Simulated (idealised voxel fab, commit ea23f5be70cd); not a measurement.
Title: Process Module voxel plated lines
cross-section cut | 235 nm wide | cells 5 nm
A cross-section is a grid of square cells, given in bands from the top down. A band is one or more rows of cells.
Look at the band entry: it leads with the top's height and the bottom's height in nm. Then it lists the materials left to right, with a width in nm for each. The word "everywhere" on a single material says that material fills the band edge to edge. The word "blank" is empty space.
Beneath 0, the wafer as received is one material, and that level is where height counting begins. The lowest band goes on downward without a bottom; it is written like "from 0 down".
Top row gets the first number, bottom row gets the second, and each row in between changes by the same step: that is how a band width like "30->40" works.
Key: "nothing different" - step with no changed cell in the cross-section.
If an empty space has no open way to the top and is at least 8 cells in size, "Entrapped voids" lists it, written width x height at distance, where distance is measured from the left edge and every value is in nm.
What comes after the settings on a step's line is commentary from the simulator itself on that step.
The optional step-line setting "overlay nm" applies to steps with a mask and quantifies how far to the right of its planned location the mask lay, a negative value indicating leftward placement.
Planned process steps
1 op RECEIVE | material Si
2 op CONFORMAL_DEP | material SiO2 | thk nm 15
3 op DIRECTIONAL_DEP | material TiN | thk nm 5
4 op PATTERN | tone open | mask id LINES | material resist | width nm 15 | pitch nm 35 | thk nm 35 | overlay nm 0
5 op EPI | material Ru | thk nm 5
6 op EPI | material Ru | thk nm 10
7 op EPI | material Ru | thk nm 5
8 op STRIP | etch materials resist
9 op DIRECTIONAL_ETCH | etch materials TiN | depth nm 5
10 op CONFORMAL_DEP | material SiN | thk nm 5
As-received state of the wafer in cross-section, equivalent to post-step 1
- from 0 down: Si everywhere
- Entrapped voids: none
Looking at the first of two wafers in cross-section at end of module - ran to plan
- from 45 to 40: blank 85 | SiN 25 | blank 10 | SiN 25 | blank 90
- from 40 to 20: blank 85 | SiN 5 | Ru 15 | SiN 5 | blank 10 | SiN 5 | Ru 15 | SiN 5 | blank 90
- from 20 to 15: SiN 90 | TiN 15 | SiN 20 | TiN 15 | SiN 95
- from 15 to 0: SiO2 everywhere
- from 0 down: Si everywhere
- Entrapped voids: none
What the second wafer looks like in cross-section once the module is done. Its start and its plan matched the first wafer's exactly; what differed was one mistake in how it was run
- from 45 to 40: blank 85 | SiN 30 | blank 5 | SiN 30 | blank 85
- from 40 to 20: blank 85 | SiN 5 | Ru 20 | SiN 5 | blank 5 | SiN 5 | Ru 20 | SiN 5 | blank 85
- from 20 to 15: SiN 90 | TiN 20 | SiN 15 | TiN 20 | SiN 90
- from 15 to 0: SiO2 everywhere
- from 0 down: Si everywhere
- Entrapped voids: none
Run error: step 4 ran with different settings than intended, the actual operation and settings being op PATTERN | tone open | mask id LINES | material resist | width nm 20 | pitch nm 35 | thk nm 35 | overlay nm 0
Cell-count delta at end, second wafer over first, by material: 8 more of Ru, 2 more of TiN
